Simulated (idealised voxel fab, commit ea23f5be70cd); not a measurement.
process module | voxel double patterning
cross-section cut | 210 nm wide | cells 5 nm
A cross-section is a grid of square cells, given in bands from the top down. A band is one or more rows of cells.
Each band's line starts with the height of the band's top and of its bottom, in nm. Then come its materials from left to right, each with its width in nm. One material with "throughout" fills the band from edge to edge. "air" is empty space.
Height 0 is the level under which the wafer as received is all one material. The lowest band goes on downwards, as in "0 down".
A width such as "30 to 40" changes by the same amount from each row of cells to the next, from the band's top row to its bottom row.
"no change" after a step means that no cell of the cross-section changed.
closed voids: empty space of 8 cells or more with no open way to the top, each as width x height at its distance from the left edge, in nm
after a step's settings: what the simulator itself notes on the step
overlay nm, on a step with a mask: how far to the right of its planned place the mask lay; to the left if negative
plan
1 op RECEIVE | material Si
2 op CONFORMAL_DEP | material SiO2 | thk nm 10
3 op DIRECTIONAL_DEP | material polySi | thk nm 10
4 op DIRECTIONAL_DEP | material SiN | thk nm 10
5 op DIRECTIONAL_DEP | material aC | thk nm 10
6 op PATTERN | tone open | mask id FIRST | material resist | width nm 15 | pitch nm 50 | thk nm 25 | overlay nm 0
7 op DIRECTIONAL_ETCH | etch materials aC | depth nm 10
8 op STRIP | etch materials resist
9 op DIRECTIONAL_ETCH | etch materials SiN | depth nm 10
10 op STRIP | etch materials aC
11 op MASKED_ETCH | tone open | mask id SECOND | width nm 15 | pitch nm 50 | etch materials SiN | depth nm 10 | overlay nm 0
12 op DIRECTIONAL_ETCH | etch materials polySi | depth nm 10
13 op STRIP | etch materials SiN
as received, after step 1
  0 down: Si throughout
  closed voids: none
first wafer at the end, as planned
  20 to 10: polySi 45 | air 15 | polySi 10 | air 15 | polySi 10 | air 15 | polySi 10 | air 15 | polySi 10 | air 15 | polySi 50
  10 to 0: SiO2 throughout
  0 down: Si throughout
  closed voids: none
second wafer at the end: like start, like plan, one mistake
  20 to 10: polySi 55 | air 30 | polySi 20 | air 30 | polySi 20 | air 15 | polySi 40
  10 to 0: SiO2 throughout
  0 down: Si throughout
  closed voids: none
what went wrong: step 6 ran as: op PATTERN | tone open | mask id FIRST | material resist | width nm 15 | pitch nm 50 | thk nm 25 | overlay nm 10
at the end the second wafer has, in cells: as many of each material as the first, in other places
